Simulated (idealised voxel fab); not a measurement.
This section sets out a process module, namely voxel spacer lines.
Displayed cross-section: cut, width of 300 nm, square cells sized 5 nm.
Reading order for cross-sections: top band down to bottom band. Underlying form: a grid of square cells. Band size: one or more rows of cells.
Band: top and bottom heights (nm) first, top before bottom; then materials from left to right, widths in nm. "all across" marks a sole material filling the band edge to edge. "blank" denotes empty space.
Height 0 is the level under which the wafer as received is all one material. The lowest band goes on downwards, as in "from 0 down".
Graded width ("30 to 40"): value in top row of band = first number; value in bottom row = second number; row-to-row change constant.
Any step labelled "nothing different" changed none of the cells in the cross-section.
"Voids lacking openings" means: voids of 8 cells or more that are shut off from the top with no open way through. Written width x height at distance, distance from the left edge, in nm.
Text after the settings on a step's line: the simulator's own remark on that step.
Among the settings permitted on a step's line is "overlay nm"; applied to a step with a mask, it specifies the extent to which the mask lay to the right of its planned position, whereas a negative figure signifies a position to the left.
Planned process steps:
- 1: RECEIVE, material Si
- 2: CONFORMAL_DEP, material Al2O3, thk nm 5
- 3: DIRECTIONAL_DEP, material polySi, thk nm 10
- 4: DIRECTIONAL_DEP, material aC, thk nm 25
- 5: PATTERN, tone cover, mask id MANDREL, material resist, width nm 15, pitch nm 60, thk nm 30, overlay nm 0
- 6: DIRECTIONAL_ETCH, etch materials aC, depth nm 25
- 7: STRIP, etch materials resist
- 8: CONFORMAL_DEP, material SiN, thk nm 15
- 9: DIRECTIONAL_ETCH, etch materials SiN, depth nm 15
- 10: STRIP, etch materials aC
- 11: DIRECTIONAL_ETCH, etch materials polySi, depth nm 10
- 12: STRIP, etch materials SiN
- 13: FILL_DEP, material lowk, thk nm 10
- 14: CMP, height nm 15
The value of width nm given for step 5 in the plan refers to the first wafer; the wafers vary in this setting and are alike at the start.
Cross-section, first of several wafers, as delivered after step 1:
* from 0 down: Si all across
* Voids lacking openings: none
Below is a per-wafer table. In it, each row describes the wafer at the end of the module by giving, for each material, the number of cells gained (+) or lost (-) since the wafer was received, and after that the closed voids of the wafer:
width nm 15; +60 Al2O3; +96 lowk; +24 polySi; Voids lacking openings: none
width nm 20; +60 Al2O3; +96 lowk; +24 polySi; Voids lacking openings: none
width nm 25; +60 Al2O3; +96 lowk; +24 polySi; Voids lacking openings: none
width nm 30; +60 Al2O3; +96 lowk; +24 polySi; Voids lacking openings: none
